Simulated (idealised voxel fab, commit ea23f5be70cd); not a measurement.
process module | voxel double patterning
cross-section cut | 215 nm wide | cells 5 nm
A cross-section is a grid of square cells, given in bands from the top down. A band is one or more rows of cells.
Each band's line starts with the height of the band's top and of its bottom, in nm. Then come its materials from left to right, each with its width in nm. One material with "throughout" fills the band from edge to edge. "air" is empty space.
Height 0 is the level under which the wafer as received is all one material. The lowest band goes on downwards, as in "0 down".
A width such as "30 to 40" changes by the same amount from each row of cells to the next, from the band's top row to its bottom row.
"no change" after a step means that no cell of the cross-section changed.
closed voids: empty space of 8 cells or more with no open way to the top, each as width x height at its distance from the left edge, in nm
after a step's settings: what the simulator itself notes on the step
overlay nm, on a step with a mask: how far to the right of its planned place the mask lay; to the left if negative
plan
1 op RECEIVE | material Si
2 op CONFORMAL_DEP | material SiO2 | thk nm 5
3 op DIRECTIONAL_DEP | material W | thk nm 20
4 op DIRECTIONAL_DEP | material SiCN | thk nm 5
5 op DIRECTIONAL_DEP | material aC | thk nm 10
6 op PATTERN | tone open | mask id FIRST | material resist | width nm 15 | pitch nm 50 | thk nm 25 | overlay nm 0
7 op DIRECTIONAL_ETCH | etch materials aC | depth nm 10
8 op STRIP | etch materials resist
9 op DIRECTIONAL_ETCH | etch materials SiCN | depth nm 5
10 op STRIP | etch materials aC
11 op MASKED_ETCH | tone open | mask id SECOND | width nm 15 | pitch nm 50 | etch materials SiCN | depth nm 5 | overlay nm 0
12 op DIRECTIONAL_ETCH | etch materials W | depth nm 20
13 op STRIP | etch materials SiCN
varied across the wafers: width nm of step 11. The plan shows the first wafer's value. All wafers start alike
first wafer as received, after step 1
  0 down: Si throughout
  closed voids: none
each wafer at the end: cells of each material gained (+) or lost (-) since it was received, then its closed voids
width nm 15 | +43 SiO2 | +112 W | closed voids: none
width nm 20 | +43 SiO2 | +104 W | closed voids: none
width nm 25 | +43 SiO2 | +96 W | closed voids: none
width nm 30 | +43 SiO2 | +88 W | closed voids: none
